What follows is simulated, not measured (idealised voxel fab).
The following process module bears the name voxel lift off.
In the cross-section labelled cut, the width is 185 nm and each square cell is 5 nm.
Cross-section layout: square cells on a grid; listed as bands, top to bottom; a band spans one or more cell rows. First you get the band's top height and its bottom height, in nm, and then the materials it's made of, left to right, with each width in nm. If you see a single material with "full width", that one covers the band edge to edge. "empty" is empty space. Where do heights start? At 0: under that level the wafer as delivered is made of one material only. And the lowest band has no floor; it just carries on downward, as in "z 0 and below". The width entry "30 to 40" should be interpreted row by row: the top row of cells in the band takes the first number, the bottom row takes the second number, and the change between adjacent rows is uniform throughout. For the purposes of this document, the phrase "no modifications" attached to a step denotes that no cell within the cross-section was modified by that step. "Trapped void list": sealed empty spaces, 8 cells or more, no open way to top, listed width x height at distance, with distance from the left edge and width, height and distance in nm. Step line, after settings: the simulator's comment on this step. "overlay nm" on a masked step: distance the mask lay right of its planned place, negative for left.

### Steps planned for the process
1. RECEIVE (material Si)
2. CONFORMAL_DEP (material SiN; thk nm 10)
3. PATTERN (tone open; mask id LINES; material resist; width nm 20; pitch nm 40; thk nm 20; overlay nm 0)
4. DIRECTIONAL_DEP (material Ru; thk nm 5)
5. STRIP (etch materials resist)
6. CONFORMAL_DEP (material SiN; thk nm 10)

### Shown in cross-section is the wafer as received, that is, as it stands after step 1
- z 0 and below = Si full width
- Trapped void list: none

### End state of the module in cross-section, given the above starting point and plan and one mistake in execution
- z 20 to 0 = SiN full width
- z 0 and below = Si full width
- Trapped void list: none
It is concluded that the wafer was processed incorrectly with respect to the plan, in that step 4 of the plan got skipped, so it never ran
